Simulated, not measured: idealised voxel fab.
The process module that follows is named voxel ribs on slabs.
Shown is cross-section cut, with a width of 265 nm and square cells of size 5 nm.
Cross-section, as written here: a square-cell grid given band by band from the top down, where a band holds one or more rows of cells. Per band: top height and bottom height in nm, followed by the left-to-right materials and their widths in nm; "everywhere" marks a single material spanning edge to edge, "air" marks empty space. Height 0 is the level under which the wafer as received is all one material. The lowest band goes on downwards, as in "0 and below". The width entry "30->40" should be interpreted row by row: the top row of cells in the band takes the first number, the bottom row takes the second number, and the change between adjacent rows is uniform throughout. For the purposes of this document, the phrase "remained unchanged" attached to a step denotes that no cell within the cross-section was modified by that step. So "Voids lacking openings" is basically the list of trapped voids: any empty space of 8 cells or more that can't reach the top through an opening. They're written width x height at distance, the distance being from the left edge, and it's all nm. Anything after a step's settings on that line? It's the simulator's own note about the step. A step line may carry the setting "overlay nm", which, for steps involving a mask, states the distance by which the mask lay to the right of its intended position; negative values denote displacement to the left.
**Listed below are the process steps as planned**
| 1 | op RECEIVE | material Si |
| 2 | op DIRECTIONAL_DEP | material SiO2 | thk nm 30 |
| 3 | op DIRECTIONAL_DEP | material SiN | thk nm 15 |
| 4 | op PATTERN | tone cover | mask id RIB | material resist | width nm 20 | thk nm 20 | overlay nm 0 |
| 5 | op DIRECTIONAL_ETCH | etch materials SiN | depth nm 10 |
| 6 | op STRIP | etch materials resist |
| 7 | op PATTERN | tone cover | mask id SLAB | material resist | width nm 80 | thk nm 20 | overlay nm 0 |
| 8 | op DIRECTIONAL_ETCH | etch materials SiN | depth nm 5 |
| 9 | op STRIP | etch materials resist |
| 10 | op FILL_DEP | material SiO2 | thk nm 20 |
| 11 | op CMP | height nm 55 |
| 12 | op DIRECTIONAL_DEP | material W | thk nm 5 |
| 13 | op DIRECTIONAL_DEP | material aC | thk nm 15 |
| 14 | op PATTERN | tone cover | mask id HEATER | material resist | width nm 30 | thk nm 30 | overlay nm 0 |
| 15 | op DIRECTIONAL_ETCH | etch materials aC | depth nm 15 |
| 16 | op STRIP | etch materials resist |
| 17 | op DIRECTIONAL_ETCH | etch materials W | depth nm 5 |
| 18 | op STRIP | etch materials aC |
| 19 | op CONFORMAL_DEP | material SiO2 | thk nm 10 |
**Wafer cross-section on receipt, i.e. after step 1**
    0 and below: Si everywhere
    Voids lacking openings: none
**Sectioned view, first of two wafers, at the close of the module, processed as intended in the plan**
    70 down to 65: 105 nm air  50 nm SiO2  110 nm air
    65 down to 60: SiO2 everywhere
    60 down to 55: 115 nm SiO2  30 nm W  120 nm SiO2
    55 down to 45: SiO2 everywhere
    45 down to 35: 120 nm SiO2  20 nm SiN  125 nm SiO2
    35 down to 30: 90 nm SiO2  80 nm SiN  95 nm SiO2
    30 down to 0: SiO2 everywhere
    0 and below: Si everywhere
    Voids lacking openings: none
**Now the second wafer, cross-sectioned at the end of the module. Nothing different at the start, nothing different in the plan compared with the first, just one mistake when it was actually run**
    70 down to 65: 105 nm air  50 nm SiO2  110 nm air
    65 down to 60: SiO2 everywhere
    60 down to 55: 115 nm SiO2  30 nm W  120 nm SiO2
    55 down to 45: 120 nm SiO2  20 nm SiN  125 nm SiO2
    45 down to 40: 90 nm SiO2  80 nm SiN  95 nm SiO2
    40 down to 30: SiN everywhere
    30 down to 0: SiO2 everywhere
    0 and below: Si everywhere
    Voids lacking openings: none
Processing error: for step 3, the planned setting was not used; the step was instead run as op DIRECTIONAL_DEP | material SiN | thk nm 25
Final comparison by cell count, materials where the second wafer has more or fewer than the first: SiN +106 | SiO2 -106
